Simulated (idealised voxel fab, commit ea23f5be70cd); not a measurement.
process module | voxel ribs on slabs
cross-section cut | 260 nm wide | cells 5 nm
A cross-section is a grid of square cells, given in bands from the top down. A band is one or more rows of cells.
Each band's line starts with the height of the band's top and of its bottom, in nm. Then come its materials from left to right, each with its width in nm. One material with "throughout" fills the band from edge to edge. "air" is empty space.
Height 0 is the level under which the wafer as received is all one material. The lowest band goes on downwards, as in "0 down".
A width such as "30 to 40" changes by the same amount from each row of cells to the next, from the band's top row to its bottom row.
"no change" after a step means that no cell of the cross-section changed.
closed voids: empty space of 8 cells or more with no open way to the top, each as width x height at its distance from the left edge, in nm
after a step's settings: what the simulator itself notes on the step
overlay nm, on a step with a mask: how far to the right of its planned place the mask lay; to the left if negative
plan
1 op RECEIVE | material Si
2 op DIRECTIONAL_DEP | material SiO2 | thk nm 25
3 op DIRECTIONAL_DEP | material SiN | thk nm 20
4 op MASKED_ETCH | tone cover | mask id RIB | width nm 30 | etch materials SiN | depth nm 5 | overlay nm 0
5 op DIRECTIONAL_DEP | material aC | thk nm 10
6 op PATTERN | tone cover | mask id SLAB | material resist | width nm 80 | thk nm 25 | overlay nm 0
7 op DIRECTIONAL_ETCH | etch materials aC | depth nm 10
8 op STRIP | etch materials resist
9 op DIRECTIONAL_ETCH | etch materials SiN | depth nm 15
10 op STRIP | etch materials aC
11 op FILL_DEP | material SiO2 | thk nm 20
12 op CMP | height nm 55
13 op DIRECTIONAL_DEP | material W | thk nm 10
14 op MASKED_ETCH | tone cover | mask id HEATER | width nm 40 | etch materials W | depth nm 10 | overlay nm 0
15 op CONFORMAL_DEP | material SiN | thk nm 5
first wafer, as planned
as received, after step 1
  0 down: Si throughout
  closed voids: none
after step 2
  25 to 0: SiO2 throughout
  below 0: unchanged
after step 3
  45 to 25: SiN throughout
  below 25: unchanged
after step 4
  45 to 40: air 115 | SiN 30 | air 115
  below 40: unchanged
after step 5
  55 to 50: air 115 | aC 30 | air 115
  50 to 45: aC throughout
  45 to 40: aC 115 | SiN 30 | aC 115
  below 40: unchanged
after step 6
  80 to 55: air 90 | resist 80 | air 90
  55 to 50: air 90 | resist 25 | aC 30 | resist 25 | air 90
  below 50: unchanged
after step 7
  70 to 55: air 90 | resist 80 | air 90
  55 to 50: air 90 | resist 25 | aC 30 | resist 25 | air 90
  50 to 45: air 90 | aC 80 | air 90
  45 to 40: air 90 | aC 25 | SiN 30 | aC 25 | air 90
  below 40: unchanged
after step 8
  55 to 45: air 115 to 90 | aC 30 to 80 | air 115 to 90
  below 45: unchanged
after step 9
  55 to 45: air 115 to 90 | aC 30 to 80 | air 115 to 90
  45 to 40: air 90 | aC 25 | SiN 30 | aC 25 | air 90
  40 to 25: air 90 | SiN 80 | air 90
  below 25: unchanged
after step 10
  45 to 40: air 115 | SiN 30 | air 115
  below 40: unchanged
after step 11
  65 to 45: SiO2 throughout
  45 to 40: SiO2 115 | SiN 30 | SiO2 115
  40 to 25: SiO2 90 | SiN 80 | SiO2 90
  below 25: unchanged
after step 12
  55 to 45: SiO2 throughout
  below 45: unchanged
after step 13
  65 to 55: W throughout
  below 55: unchanged
after step 14
  65 to 55: air 110 | W 40 | air 110
  below 55: unchanged
after step 15
  70 to 65: air 105 | SiN 50 | air 105
  65 to 60: air 105 | SiN 5 | W 40 | SiN 5 | air 105
  60 to 55: SiN 110 | W 40 | SiN 110
  below 55: unchanged
second wafer: like start, like plan, one mistake. Through step 8 it matches the first wafer
when step 9 should have ended
  55 to 45: air 115 to 90 | aC 30 to 80 | air 115 to 90
  45 to 40: air 90 | aC 25 | SiN 30 | aC 25 | air 90
  40 to 30: air 90 | SiN 80 | air 90
  below 30: unchanged
when step 10 should have ended
  45 to 40: air 115 | SiN 30 | air 115
  below 40: unchanged
when step 11 should have ended
  65 to 45: SiO2 throughout
  45 to 40: SiO2 115 | SiN 30 | SiO2 115
  40 to 30: SiO2 90 | SiN 80 | SiO2 90
  below 30: unchanged
when step 12 should have ended
  55 to 45: SiO2 throughout
  below 45: unchanged
when step 13 should have ended
  65 to 55: W throughout
  below 55: unchanged
when step 14 should have ended
  65 to 55: air 110 | W 40 | air 110
  below 55: unchanged
when step 15 should have ended
  70 to 65: air 105 | SiN 50 | air 105
  65 to 60: air 105 | SiN 5 | W 40 | SiN 5 | air 105
  60 to 55: SiN 110 | W 40 | SiN 110
  below 55: unchanged
what went wrong: step 9 ran as: op DIRECTIONAL_ETCH | etch materials SiN | depth nm 10
at the end the second wafer has, in cells: 36 more of SiN | 36 fewer of SiO2
